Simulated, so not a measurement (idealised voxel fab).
process module | voxel fin reveal
cross-section cut | 200 nm wide | cells 5 nm
A cross-section is a grid of square cells, given in bands from the top down. A band is one or more rows of cells.
Each band's line starts with the height of the band's top and of its bottom, in nm. Then come its materials from left to right, each with its width in nm. One material with "throughout" fills the band from edge to edge. "air" is empty space.
Height 0 is the level under which the wafer as received is all one material. The lowest band goes on downwards, as in "0 down".
A width such as "30 to 40" changes by the same amount from each row of cells to the next, from the band's top row to its bottom row.
"no change" after a step means that no cell of the cross-section changed.
closed voids: empty space of 8 cells or more with no open way to the top, each as width x height at its distance from the left edge, in nm
after a step's settings: what the simulator itself notes on the step
overlay nm, on a step with a mask: how far to the right of its planned place the mask lay; to the left if negative
Each pair below shows a cross-section before one step and the cross-section after it, down to the lowest band that changed. The line under each pair gives the step between them, with its settings. The pairs can come from different runs of this module on the same starting wafer, so a pair continues from the pair above only where its "before" says so.
before
  0 down: Si throughout
  closed voids: none
after
  5 to 0: SiN throughout
  below 0: unchanged
  closed voids: none
the step between: op CONFORMAL_DEP | material SiN | thk nm 5
before: the cross-section after the pair above
after
  20 to 5: aC throughout
  below 5: unchanged
  closed voids: none
the step between: op DIRECTIONAL_DEP | material aC | thk nm 15
before: the cross-section after the pair above
after
  55 to 20: air 75 | resist 15 | air 20 | resist 15 | air 75
  below 20: unchanged
  closed voids: none
the step between: op PATTERN | tone cover | mask id FINS | material resist | width nm 15 | pitch nm 35 | thk nm 35 | overlay nm 0
before: the cross-section after the pair above
after
  40 to 20: air 75 | resist 15 | air 20 | resist 15 | air 75
  20 to 5: air 75 | aC 15 | air 20 | aC 15 | air 75
  below 5: unchanged
  closed voids: none
the step between: op DIRECTIONAL_ETCH | etch materials aC | depth nm 15
before: the cross-section after the pair above
after
  20 to 5: air 75 | aC 15 | air 20 | aC 15 | air 75
  below 5: unchanged
  closed voids: none
the step between: op STRIP | etch materials resist
before: the cross-section after the pair above
after
  20 to 5: air 75 | aC 15 | air 20 | aC 15 | air 75
  5 to 0: air 75 | SiN 15 | air 20 | SiN 15 | air 75
  below 0: unchanged
  closed voids: none
the step between: op DIRECTIONAL_ETCH | etch materials SiN | depth nm 5
before: the cross-section after the pair above
after
  20 to 5: air 75 | aC 15 | air 20 | aC 15 | air 75
  5 to 0: air 75 | SiN 15 | air 20 | SiN 15 | air 75
  0 to -35: air 75 | Si 15 | air 20 | Si 15 | air 75
  below -35: unchanged
  closed voids: none
the step between: op DIRECTIONAL_ETCH | etch materials Si | depth nm 35
before: the cross-section after the pair above
after
  5 to 0: air 75 | SiN 15 | air 20 | SiN 15 | air 75
  below 0: unchanged
  closed voids: none
the step between: op STRIP | etch materials aC
before: the cross-section after the pair above
after
  5 to 0: air 75 | SiN 15 | air 20 | SiN 15 | air 75
  0 to -35: air 75 | SiO2 5 | Si 5 | SiO2 5 | air 20 | SiO2 5 | Si 5 | SiO2 5 | air 75
  -35 to -40: SiO2 80 | Si 5 | SiO2 30 | Si 5 | SiO2 80
  below -40: unchanged
  closed voids: none
the step between: op OXIDIZE | depth nm 5
before: the cross-section after the pair above
after
  15 to 5: SiO2 throughout
  5 to 0: SiO2 75 | SiN 15 | SiO2 20 | SiN 15 | SiO2 75
  0 to -40: SiO2 80 | Si 5 | SiO2 30 | Si 5 | SiO2 80
  below -40: unchanged
  closed voids: none
the step between: op FILL_DEP | material SiO2 | thk nm 10
before: the cross-section after the pair above
after
  5 to 0: SiO2 75 | SiN 15 | SiO2 20 | SiN 15 | SiO2 75
  below 0: unchanged
  closed voids: none
the step between: op CMP | height nm 5
before: the cross-section after the pair above
after
  5 to 0: air 75 | SiN 15 | air 20 | SiN 15 | air 75
  0 to -25: air 80 | Si 5 | air 30 | Si 5 | air 80
  below -25: unchanged
  closed voids: none
the step between: op SELECTIVE_ETCH | etch materials SiO2 | depth nm 30
before: the cross-section after the pair above
after
  0 to -25: air 80 | Si 5 | air 30 | Si 5 | air 80
  below -25: unchanged
  closed voids: none
the step between: op STRIP | etch materials SiN
before
  40 to 20: air 75 | resist 15 | air 20 | resist 15 | air 75
  20 to 5: air 75 | aC 15 | air 20 | aC 15 | air 75
  5 to 0: SiN throughout
  0 down: Si throughout
  closed voids: none
after
  40 to 20: air 75 | resist 15 | air 20 | resist 15 | air 75
  20 to 5: air 75 | aC 15 | air 20 | aC 15 | air 75
  5 to 0: air 75 | SiN 15 | air 20 | SiN 15 | air 75
  below 0: unchanged
  closed voids: none
the step between: op DIRECTIONAL_ETCH | etch materials SiN | depth nm 5
before: the cross-section after the pair above
after
  40 to 20: air 75 | resist 15 | air 20 | resist 15 | air 75
  20 to 5: air 75 | aC 15 | air 20 | aC 15 | air 75
  5 to 0: air 75 | SiN 15 | air 20 | SiN 15 | air 75
  0 to -35: air 75 | Si 15 | air 20 | Si 15 | air 75
  below -35: unchanged
  closed voids: none
the step between: op DIRECTIONAL_ETCH | etch materials Si | depth nm 35
before: the cross-section after the pair above
after
  5 to 0: air 75 | SiN 15 | air 20 | SiN 15 | air 75
  below 0: unchanged
  closed voids: none
the step between: op STRIP | etch materials aC
before
  5 to 0: air 75 | SiN 15 | air 20 | SiN 15 | air 75
  0 to -25: air 80 | Si 5 | air 30 | Si 5 | air 80
  -25 to -40: SiO2 80 | Si 5 | SiO2 30 | Si 5 | SiO2 80
  -40 down: Si throughout
  closed voids: none
after
  5 to 0: air 75 | SiN 15 | air 20 | SiN 15 | air 75
  0 to -40: air 80 | Si 5 | air 30 | Si 5 | air 80
  below -40: unchanged
  closed voids: none
the step between: op SELECTIVE_ETCH | etch materials SiO2 | depth nm 30
before: the cross-section after the pair above
after
  0 to -40: air 80 | Si 5 | air 30 | Si 5 | air 80
  below -40: unchanged
  closed voids: none
the step between: op STRIP | etch materials SiN
before
  5 to 0: SiO2 75 | SiN 15 | SiO2 20 | SiN 15 | SiO2 75
  0 to -40: SiO2 80 | Si 5 | SiO2 30 | Si 5 | SiO2 80
  -40 down: Si throughout
  closed voids: none
after
  5 to 0: SiO2 75 | air 15 | SiO2 20 | air 15 | SiO2 75
  below 0: unchanged
  closed voids: none
the step between: op STRIP | etch materials SiN
before: the cross-section after the pair above
after
  0 to -25: air 80 | Si 5 | air 30 | Si 5 | air 80
  -25 to -30: SiO2 45 | air 35 | Si 5 | air 30 | Si 5 | air 35 | SiO2 45
  below -30: unchanged
  closed voids: none
the step between: op SELECTIVE_ETCH | etch materials SiO2 | depth nm 30
before
  5 to 0: SiO2 75 | SiN 15 | SiO2 20 | SiN 15 | SiO2 75
  0 to -40: SiO2 80 | Si 5 | SiO2 30 | Si 5 | SiO2 80
  -40 down: Si throughout
  closed voids: none
after
  5 to 0: air 75 | SiN 15 | air 20 | SiN 15 | air 75
  0 to -35: air 80 | Si 5 | air 30 | Si 5 | air 80
  below -35: unchanged
  closed voids: none
the step between: op SELECTIVE_ETCH | etch materials SiO2 | depth nm 40
before: the cross-section after the pair above
after
  0 to -35: air 80 | Si 5 | air 30 | Si 5 | air 80
  below -35: unchanged
  closed voids: none
the step between: op STRIP | etch materials SiN
before
  20 to 5: aC throughout
  5 to 0: SiN throughout
  0 down: Si throughout
  closed voids: none
after
  55 to 20: air 75 | resist 20 | air 15 | resist 20 | air 70
  below 20: unchanged
  closed voids: none
the step between: op PATTERN | tone cover | mask id FINS | material resist | width nm 20 | pitch nm 35 | thk nm 35 | overlay nm 0
before: the cross-section after the pair above
after
  40 to 20: air 75 | resist 20 | air 15 | resist 20 | air 70
  20 to 5: air 75 | aC 20 | air 15 | aC 20 | air 70
  below 5: unchanged
  closed voids: none
the step between: op DIRECTIONAL_ETCH | etch materials aC | depth nm 15
before: the cross-section after the pair above
after
  20 to 5: air 75 | aC 20 | air 15 | aC 20 | air 70
  below 5: unchanged
  closed voids: none
the step between: op STRIP | etch materials resist
before: the cross-section after the pair above
after
  20 to 5: air 75 | aC 20 | air 15 | aC 20 | air 70
  5 to 0: air 75 | SiN 20 | air 15 | SiN 20 | air 70
  below 0: unchanged
  closed voids: none
the step between: op DIRECTIONAL_ETCH | etch materials SiN | depth nm 5
before: the cross-section after the pair above
after
  20 to 5: air 75 | aC 20 | air 15 | aC 20 | air 70
  5 to 0: air 75 | SiN 20 | air 15 | SiN 20 | air 70
  0 to -35: air 75 | Si 20 | air 15 | Si 20 | air 70
  below -35: unchanged
  closed voids: none
the step between: op DIRECTIONAL_ETCH | etch materials Si | depth nm 35
before: the cross-section after the pair above
after
  5 to 0: air 75 | SiN 20 | air 15 | SiN 20 | air 70
  below 0: unchanged
  closed voids: none
the step between: op STRIP | etch materials aC
before: the cross-section after the pair above
after
  5 to 0: air 75 | SiN 20 | air 15 | SiN 20 | air 70
  0 to -35: air 75 | SiO2 5 | Si 10 | SiO2 5 | air 15 | SiO2 5 | Si 10 | SiO2 5 | air 70
  -35 to -40: SiO2 80 | Si 10 | SiO2 25 | Si 10 | SiO2 75
  below -40: unchanged
  closed voids: none
the step between: op OXIDIZE | depth nm 5
before: the cross-section after the pair above
after
  15 to 5: SiO2 throughout
  5 to 0: SiO2 75 | SiN 20 | SiO2 15 | SiN 20 | SiO2 70
  0 to -40: SiO2 80 | Si 10 | SiO2 25 | Si 10 | SiO2 75
  below -40: unchanged
  closed voids: none
the step between: op FILL_DEP | material SiO2 | thk nm 10
before: the cross-section after the pair above
after
  5 to 0: SiO2 75 | SiN 20 | SiO2 15 | SiN 20 | SiO2 70
  below 0: unchanged
  closed voids: none
the step between: op CMP | height nm 5
before: the cross-section after the pair above
after
  5 to 0: air 75 | SiN 20 | air 15 | SiN 20 | air 70
  0 to -25: air 80 | Si 10 | air 25 | Si 10 | air 75
  below -25: unchanged
  closed voids: none
the step between: op SELECTIVE_ETCH | etch materials SiO2 | depth nm 30
before: the cross-section after the pair above
after
  0 to -25: air 80 | Si 10 | air 25 | Si 10 | air 75
  below -25: unchanged
  closed voids: none
the step between: op STRIP | etch materials SiN
before
  20 to 5: aC throughout
  5 to 0: SiN throughout
  0 down: Si throughout
  closed voids: none
after
  55 to 20: air 80 | resist 15 | air 20 | resist 15 | air 70
  below 20: unchanged
  closed voids: none
the step between: op PATTERN | tone cover | mask id FINS | material resist | width nm 15 | pitch nm 35 | thk nm 35 | overlay nm 5
before: the cross-section after the pair above
after
  40 to 20: air 80 | resist 15 | air 20 | resist 15 | air 70
  20 to 5: air 80 | aC 15 | air 20 | aC 15 | air 70
  below 5: unchanged
  closed voids: none
the step between: op DIRECTIONAL_ETCH | etch materials aC | depth nm 15
before: the cross-section after the pair above
after
  20 to 5: air 80 | aC 15 | air 20 | aC 15 | air 70
  below 5: unchanged
  closed voids: none
the step between: op STRIP | etch materials resist
before: the cross-section after the pair above
after
  20 to 5: air 80 | aC 15 | air 20 | aC 15 | air 70
  5 to 0: air 80 | SiN 15 | air 20 | SiN 15 | air 70
  below 0: unchanged
  closed voids: none
the step between: op DIRECTIONAL_ETCH | etch materials SiN | depth nm 5
before: the cross-section after the pair above
after
  20 to 5: air 80 | aC 15 | air 20 | aC 15 | air 70
  5 to 0: air 80 | SiN 15 | air 20 | SiN 15 | air 70
  0 to -35: air 80 | Si 15 | air 20 | Si 15 | air 70
  below -35: unchanged
  closed voids: none
the step between: op DIRECTIONAL_ETCH | etch materials Si | depth nm 35
before: the cross-section after the pair above
after
  5 to 0: air 80 | SiN 15 | air 20 | SiN 15 | air 70
  below 0: unchanged
  closed voids: none
the step between: op STRIP | etch materials aC
before: the cross-section after the pair above
after
  5 to 0: air 80 | SiN 15 | air 20 | SiN 15 | air 70
  0 to -35: air 80 | SiO2 5 | Si 5 | SiO2 5 | air 20 | SiO2 5 | Si 5 | SiO2 5 | air 70
  -35 to -40: SiO2 85 | Si 5 | SiO2 30 | Si 5 | SiO2 75
  below -40: unchanged
  closed voids: none
the step between: op OXIDIZE | depth nm 5
before: the cross-section after the pair above
after
  15 to 5: SiO2 throughout
  5 to 0: SiO2 80 | SiN 15 | SiO2 20 | SiN 15 | SiO2 70
  0 to -40: SiO2 85 | Si 5 | SiO2 30 | Si 5 | SiO2 75
  below -40: unchanged
  closed voids: none
the step between: op FILL_DEP | material SiO2 | thk nm 10
before: the cross-section after the pair above
after
  5 to 0: SiO2 80 | SiN 15 | SiO2 20 | SiN 15 | SiO2 70
  below 0: unchanged
  closed voids: none
the step between: op CMP | height nm 5
before: the cross-section after the pair above
after
  5 to 0: air 80 | SiN 15 | air 20 | SiN 15 | air 70
  0 to -25: air 85 | Si 5 | air 30 | Si 5 | air 75
  below -25: unchanged
  closed voids: none
the step between: op SELECTIVE_ETCH | etch materials SiO2 | depth nm 30
before: the cross-section after the pair above
after
  0 to -25: air 85 | Si 5 | air 30 | Si 5 | air 75
  below -25: unchanged
  closed voids: none
the step between: op STRIP | etch materials SiN
before
  5 to 0: air 75 | SiN 15 | air 20 | SiN 15 | air 75
  0 to -25: air 80 | Si 5 | air 30 | Si 5 | air 80
  -25 to -40: SiO2 80 | Si 5 | SiO2 30 | Si 5 | SiO2 80
  -40 down: Si throughout
  closed voids: none
after
  5 to 0: air 75 | SiN 15 | air 20 | SiN 15 | air 75
  0 to -40: air 80 | Si 5 | air 30 | Si 5 | air 80
  below -40: unchanged
  closed voids: none
the step between: op STRIP | etch materials SiO2
before
  20 to 5: aC throughout
  5 to 0: SiN throughout
  0 down: Si throughout
  closed voids: none
after
  55 to 20: resist 75 | air 15 | resist 20 | air 15 | resist 75
  below 20: unchanged
  closed voids: none
the step between: op PATTERN | tone open | mask id FINS | material resist | width nm 15 | pitch nm 35 | thk nm 35 | overlay nm 0
before: the cross-section after the pair above
after
  40 to 20: resist 75 | air 15 | resist 20 | air 15 | resist 75
  20 to 5: aC 75 | air 15 | aC 20 | air 15 | aC 75
  below 5: unchanged
  closed voids: none
the step between: op DIRECTIONAL_ETCH | etch materials aC | depth nm 15
before: the cross-section after the pair above
after
  20 to 5: aC 75 | air 15 | aC 20 | air 15 | aC 75
  below 5: unchanged
  closed voids: none
the step between: op STRIP | etch materials resist
before: the cross-section after the pair above
after
  20 to 5: aC 75 | air 15 | aC 20 | air 15 | aC 75
  5 to 0: SiN 75 | air 15 | SiN 20 | air 15 | SiN 75
  below 0: unchanged
  closed voids: none
the step between: op DIRECTIONAL_ETCH | etch materials SiN | depth nm 5
before: the cross-section after the pair above
after
  20 to 5: aC 75 | air 15 | aC 20 | air 15 | aC 75
  5 to 0: SiN 75 | air 15 | SiN 20 | air 15 | SiN 75
  0 to -35: Si 75 | air 15 | Si 20 | air 15 | Si 75
  below -35: unchanged
  closed voids: none
the step between: op DIRECTIONAL_ETCH | etch materials Si | depth nm 35
before: the cross-section after the pair above
after
  5 to 0: SiN 75 | air 15 | SiN 20 | air 15 | SiN 75
  below 0: unchanged
  closed voids: none
the step between: op STRIP | etch materials aC
before: the cross-section after the pair above
after
  5 to 0: SiN 75 | air 15 | SiN 20 | air 15 | SiN 75
  0 to -35: Si 70 | SiO2 5 | air 15 | SiO2 5 | Si 10 | SiO2 5 | air 15 | SiO2 5 | Si 70
  -35 to -40: Si 70 | SiO2 25 | Si 10 | SiO2 25 | Si 70
  below -40: unchanged
  closed voids: none
the step between: op OXIDIZE | depth nm 5
before: the cross-section after the pair above
after
  15 to 5: SiO2 throughout
  5 to 0: SiN 75 | SiO2 15 | SiN 20 | SiO2 15 | SiN 75
  0 to -40: Si 70 | SiO2 25 | Si 10 | SiO2 25 | Si 70
  below -40: unchanged
  closed voids: none
the step between: op FILL_DEP | material SiO2 | thk nm 10
before: the cross-section after the pair above
after
  5 to 0: SiN 75 | SiO2 15 | SiN 20 | SiO2 15 | SiN 75
  below 0: unchanged
  closed voids: none
the step between: op CMP | height nm 5
before: the cross-section after the pair above
after
  5 to 0: SiN 75 | air 15 | SiN 20 | air 15 | SiN 75
  0 to -25: Si 70 | air 25 | Si 10 | air 25 | Si 70
  below -25: unchanged
  closed voids: none
the step between: op SELECTIVE_ETCH | etch materials SiO2 | depth nm 30
before: the cross-section after the pair above
after
  0 to -25: Si 70 | air 25 | Si 10 | air 25 | Si 70
  below -25: unchanged
  closed voids: none
the step between: op STRIP | etch materials SiN
